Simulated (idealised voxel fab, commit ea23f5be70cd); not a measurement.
Herein follows the process module entitled voxel gate over fins.
Cross-sectional view cut (width: 250 nm; square cell size: 5 nm).
When this document writes out a cross-section, it uses a grid of square cells and lists it as bands, beginning at the top and moving down, with a band standing for one or more rows of cells. A band entry consists of two parts. The first gives the height of the band's top and the height of its bottom, in nm. The rest lists the band's materials from left to right, each with its width in nm. A single material labelled with the word "everywhere" fills the band from edge to edge, and the word "empty" marks empty space. Height 0 is the level under which the wafer as received is all one material. The lowest band goes on downwards, as in "top 0, no bottom". Per-row width for "30 to 40": begins at first number (top row of band), ends at second number (bottom row), increment between rows held constant. "no modification" after a step means that no cell of the cross-section changed. The list in "Closed internal cavities" covers empty spaces of 8 cells or more that cannot reach the top through any open way, and it gives each as width x height at distance; the distance is from the left edge, and width, height and distance are in nm. On a step's line, text after the settings is the simulator commenting on that step. Regarding "overlay nm": on a step with a mask, it is the distance the mask lay to the right of its planned place; a negative value places it to the left.
Process steps (planned):
1,RECEIVE with material Si
2,CONFORMAL_DEP with material SiN, thk nm 5
3,PATTERN with tone cover, mask id FINS, material resist, width nm 15, pitch nm 35, thk nm 20, overlay nm 0
4,DIRECTIONAL_ETCH with etch materials SiN, depth nm 5
5,DIRECTIONAL_ETCH with etch materials Si, depth nm 30
6,STRIP with etch materials resist
7,FILL_DEP with material SiO2, thk nm 10
8,CMP with height nm 5
9,SELECTIVE_ETCH with etch materials SiO2, depth nm 15
10,STRIP with etch materials SiN
11,CONFORMAL_DEP with material HfO2, thk nm 5
12,CONFORMAL_DEP with material TiN, thk nm 5
13,FILL_DEP with material W, thk nm 15
14,CMP with height nm 20
15,CONFORMAL_DEP with material SiN, thk nm 5
So, the first of our two wafers, run just as we planned it:
The cross-section here shows the wafer as received, i.e. in its state after step 1:
    top 0, no bottom | Si everywhere
    Closed internal cavities: none
Cross-section through the wafer, step 2 finished:
    top 5, bottom 0 | SiN everywhere
    No changes below 0.
Cross-section through the wafer, step 3 finished:
    top 25, bottom 5 | empty: 80 | resist: 15 | empty: 20 | resist: 15 | empty: 20 | resist: 15 | empty: 85
    No changes below 5.
Cross-section through the wafer, step 4 finished:
    top 25, bottom 5 | empty: 80 | resist: 15 | empty: 20 | resist: 15 | empty: 20 | resist: 15 | empty: 85
    top 5, bottom 0 | empty: 80 | SiN: 15 | empty: 20 | SiN: 15 | empty: 20 | SiN: 15 | empty: 85
    No changes below 0.
Cross-section through the wafer, step 5 finished:
    top 25, bottom 5 | empty: 80 | resist: 15 | empty: 20 | resist: 15 | empty: 20 | resist: 15 | empty: 85
    top 5, bottom 0 | empty: 80 | SiN: 15 | empty: 20 | SiN: 15 | empty: 20 | SiN: 15 | empty: 85
    top 0, bottom -30 | empty: 80 | Si: 15 | empty: 20 | Si: 15 | empty: 20 | Si: 15 | empty: 85
    No changes below -30.
Cross-section through the wafer, step 6 finished:
    top 5, bottom 0 | empty: 80 | SiN: 15 | empty: 20 | SiN: 15 | empty: 20 | SiN: 15 | empty: 85
    No changes below 0.
Cross-section through the wafer, step 7 finished:
    top 15, bottom 5 | SiO2 everywhere
    top 5, bottom 0 | SiO2: 80 | SiN: 15 | SiO2: 20 | SiN: 15 | SiO2: 20 | SiN: 15 | SiO2: 85
    top 0, bottom -30 | SiO2: 80 | Si: 15 | SiO2: 20 | Si: 15 | SiO2: 20 | Si: 15 | SiO2: 85
    No changes below -30.
Cross-section through the wafer, step 8 finished:
    top 5, bottom 0 | SiO2: 80 | SiN: 15 | SiO2: 20 | SiN: 15 | SiO2: 20 | SiN: 15 | SiO2: 85
    No changes below 0.
Cross-section through the wafer, step 9 finished:
    top 5, bottom 0 | empty: 80 | SiN: 15 | empty: 20 | SiN: 15 | empty: 20 | SiN: 15 | empty: 85
    top 0, bottom -10 | empty: 80 | Si: 15 | empty: 20 | Si: 15 | empty: 20 | Si: 15 | empty: 85
    No changes below -10.
Cross-section through the wafer, step 10 finished:
    top 0, bottom -10 | empty: 80 | Si: 15 | empty: 20 | Si: 15 | empty: 20 | Si: 15 | empty: 85
    No changes below -10.
Cross-section through the wafer, step 11 finished:
    top 5, bottom 0 | empty: 75 | HfO2: 25 | empty: 10 | HfO2: 25 | empty: 10 | HfO2: 25 | empty: 80
    top 0, bottom -5 | empty: 75 | HfO2: 5 | Si: 15 | HfO2: 5 | empty: 10 | HfO2: 5 | Si: 15 | HfO2: 5 | empty: 10 | HfO2: 5 | Si: 15 | HfO2: 5 | empty: 80
    top -5, bottom -10 | HfO2: 80 | Si: 15 | HfO2: 20 | Si: 15 | HfO2: 20 | Si: 15 | HfO2: 85
    No changes below -10.
Cross-section through the wafer, step 12 finished:
    top 10, bottom 5 | empty: 70 | TiN: 105 | empty: 75
    top 5, bottom 0 | empty: 70 | TiN: 5 | HfO2: 25 | TiN: 10 | HfO2: 25 | TiN: 10 | HfO2: 25 | TiN: 5 | empty: 75
    top 0, bottom -5 | TiN: 75 | HfO2: 5 | Si: 15 | HfO2: 5 | TiN: 10 | HfO2: 5 | Si: 15 | HfO2: 5 | TiN: 10 | HfO2: 5 | Si: 15 | HfO2: 5 | TiN: 80
    No changes below -5.
Cross-section through the wafer, step 13 finished:
    top 25, bottom 10 | W everywhere
    top 10, bottom 5 | W: 70 | TiN: 105 | W: 75
    top 5, bottom 0 | W: 70 | TiN: 5 | HfO2: 25 | TiN: 10 | HfO2: 25 | TiN: 10 | HfO2: 25 | TiN: 5 | W: 75
    No changes below 0.
Cross-section through the wafer, step 14 finished:
    top 20, bottom 10 | W everywhere
    No changes below 10.
Cross-section through the wafer, step 15 finished:
    top 25, bottom 20 | SiN everywhere
    No changes below 20.
Wafer two. Identical start, identical plan. One mistake in execution. Identical history through step 10:
The second wafer in cross-section, at the planned close of step 11: no modification
The second wafer in cross-section, at the planned close of step 12:
    top 5, bottom 0 | empty: 75 | TiN: 25 | empty: 10 | TiN: 25 | empty: 10 | TiN: 25 | empty: 80
    top 0, bottom -5 | empty: 75 | TiN: 5 | Si: 15 | TiN: 5 | empty: 10 | TiN: 5 | Si: 15 | TiN: 5 | empty: 10 | TiN: 5 | Si: 15 | TiN: 5 | empty: 80
    top -5, bottom -10 | TiN: 80 | Si: 15 | TiN: 20 | Si: 15 | TiN: 20 | Si: 15 | TiN: 85
    No changes below -10.
The second wafer in cross-section, at the planned close of step 13:
    top 20, bottom 5 | W everywhere
    top 5, bottom 0 | W: 75 | TiN: 25 | W: 10 | TiN: 25 | W: 10 | TiN: 25 | W: 80
    top 0, bottom -5 | W: 75 | TiN: 5 | Si: 15 | TiN: 5 | W: 10 | TiN: 5 | Si: 15 | TiN: 5 | W: 10 | TiN: 5 | Si: 15 | TiN: 5 | W: 80
    No changes below -5.
The second wafer in cross-section, at the planned close of step 14: no modification
The second wafer in cross-section, at the planned close of step 15:
    top 25, bottom 20 | SiN everywhere
    No changes below 20.
Plan not followed: step 11 was left out
Cell-count delta at end, second wafer over first, by material: HfO2: 62 fewer, W: 62 more
